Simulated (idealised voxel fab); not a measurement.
The process module that follows is named voxel transistor to metal.
FYI the section here is cut, 185 nm wide, cells are 5 nm squares.
Cross-section layout: square cells on a grid; listed as bands, top to bottom; a band spans one or more cell rows. Band: top and bottom heights (nm) first, top before bottom; then materials from left to right, widths in nm. "edge to edge" marks a sole material filling the band edge to edge. "air" denotes empty space. Heights are measured from 0, the level below which the as-received wafer is all one material; the lowest band has no bottom and continues downward, written as in "top 0, no bottom". Note: "30 to 40" means the width goes from the first number (top row of the band) to the second number (bottom row) in equal steps per row of cells. Where the words "nothing was modified" appear for a step, the cross-section shows no cell changed by that step; every cell remained as before. Reported under the label "Fully closed voids" are the empty spaces having no open way to the top and comprising 8 cells or more; the notation for each is width x height at distance, in which the distance is measured from the left edge and all three values are in nm. Past the settings on a step's line: simulator remark, on that step. Each step line may optionally specify "overlay nm", which for a step with a mask gives the rightward distance between the mask's planned place and where it lay, a negative value indicating the leftward direction.

## Process steps (planned)
| 1 | RECEIVE,material Si |
| 2 | OXIDIZE,depth nm 5 |
| 3 | CONFORMAL_DEP,material SiN,thk nm 10 |
| 4 | MASKED_ETCH,tone cover,mask id ACTIVE,width nm 105,etch materials SiN,depth nm 10,overlay nm 0 |
| 5 | MASKED_ETCH,tone cover,mask id ACTIVE,width nm 105,etch materials SiO2,depth nm 5,overlay nm 0 |
| 6 | MASKED_ETCH,tone cover,mask id ACTIVE,width nm 105,etch materials Si,depth nm 35,overlay nm 0 |
| 7 | FILL_DEP,material SiO2,thk nm 10 |
| 8 | CMP,height nm 10 |
| 9 | SELECTIVE_ETCH,etch materials SiO2,depth nm 10 |
| 10 | STRIP,etch materials SiN |
| 11 | SELECTIVE_ETCH,etch materials SiO2,depth nm 5 |
| 12 | OXIDIZE,depth nm 5 |
| 13 | DIRECTIONAL_DEP,material polySi,thk nm 25 |
| 14 | DIRECTIONAL_DEP,material SiCN,thk nm 10 |
| 15 | MASKED_ETCH,tone cover,mask id GATE,width nm 15,etch materials SiCN,depth nm 20,overlay nm 0 |
| 16 | MASKED_ETCH,tone cover,mask id GATE,width nm 15,etch materials polySi,depth nm 35,overlay nm 0 |
| 17 | CONFORMAL_DEP,material SiO2,thk nm 5 |
| 18 | DIRECTIONAL_ETCH,etch materials SiO2,depth nm 5 |
| 19 | CONFORMAL_DEP,material SiN,thk nm 10 |
| 20 | DIRECTIONAL_ETCH,etch materials SiN,depth nm 10 |
| 21 | DIRECTIONAL_ETCH,etch materials SiO2,depth nm 5 |
| 22 | EPI,material SiGe,thk nm 5 |
| 23 | FILL_DEP,material SiO2,thk nm 10 |
| 24 | CMP,height nm 30 |
| 25 | DIRECTIONAL_DEP,material SiO2,thk nm 10 |
| 26 | DIRECTIONAL_DEP,material aC,thk nm 10 |
| 27 | PATTERN,tone open,mask id CONTACT,material resist,width nm 35,pitch nm 60,thk nm 25,overlay nm 0 |
| 28 | DIRECTIONAL_ETCH,etch materials aC,depth nm 10 |
| 29 | STRIP,etch materials resist |
| 30 | DIRECTIONAL_ETCH,etch materials SiO2,depth nm 45 |
| 31 | STRIP,etch materials aC |
| 32 | CONFORMAL_DEP,material TiN,thk nm 5 |
| 33 | FILL_DEP,material Ru,thk nm 10 |
| 34 | CMP,height nm 40 |
| 35 | CONFORMAL_DEP,material SiN,thk nm 5 |
| 36 | DIRECTIONAL_DEP,material SiO2,thk nm 15 |
| 37 | MASKED_ETCH,tone open,mask id METAL_1,width nm 20,pitch nm 75,etch materials SiO2,depth nm 15,overlay nm 0 |
| 38 | MASKED_ETCH,tone open,mask id METAL_1,width nm 20,pitch nm 75,etch materials SiN,depth nm 5,overlay nm 0 |
| 39 | CONFORMAL_DEP,material TiN,thk nm 5 |
| 40 | FILL_DEP,material Ru,thk nm 10 |
| 41 | CMP,height nm 60 |
| 42 | CONFORMAL_DEP,material SiCN,thk nm 5 |
| 43 | DIRECTIONAL_DEP,material SiO2,thk nm 30 |
| 44 | MASKED_ETCH,tone open,mask id METAL_2,width nm 20,pitch nm 75,etch materials SiO2,depth nm 15,overlay nm 0 |
| 45 | PATTERN,tone open,mask id METAL_2_HOLES,material resist,width nm 15,pitch nm 75,thk nm 20,overlay nm 0 |
| 46 | DIRECTIONAL_ETCH,etch materials SiO2,depth nm 15 |
| 47 | DIRECTIONAL_ETCH,etch materials SiCN,depth nm 5 |
| 48 | STRIP,etch materials resist |
| 49 | CONFORMAL_DEP,material TiN,thk nm 5 |
| 50 | FILL_DEP,material Ru,thk nm 5 |
| 51 | CMP,height nm 95 |
| 52 | CONFORMAL_DEP,material SiN,thk nm 5 |
For clarity, it should be stated that the wafers under discussion commence in an identical condition and differ with respect to the width nm of step 16, the plan indicating the value that the first wafer had.

## This is how the first of several wafers looked in cross-section when it arrived, which is after step 1
- top 0, no bottom  Si edge to edge
- Fully closed voids: none

## Every row in this table is a wafer at the end of the module, and it gives, for each of the materials, the cells that wafer has gained (+) or lost (-) since it was received, then its closed voids
width nm 15; +80 Ru; -170 Si; +37 SiCN; +14 SiGe; +94 SiN; +572 SiO2; +98 TiN; +15 polySi; Fully closed voids: none
width nm 20; +75 Ru; -170 Si; +37 SiCN; +13 SiGe; +94 SiN; +573 SiO2; +98 TiN; +20 polySi; Fully closed voids: none
width nm 25; +70 Ru; -170 Si; +37 SiCN; +12 SiGe; +94 SiN; +574 SiO2; +98 TiN; +25 polySi; Fully closed voids: none
width nm 30; +65 Ru; -170 Si; +37 SiCN; +11 SiGe; +94 SiN; +575 SiO2; +98 TiN; +30 polySi; Fully closed voids: none
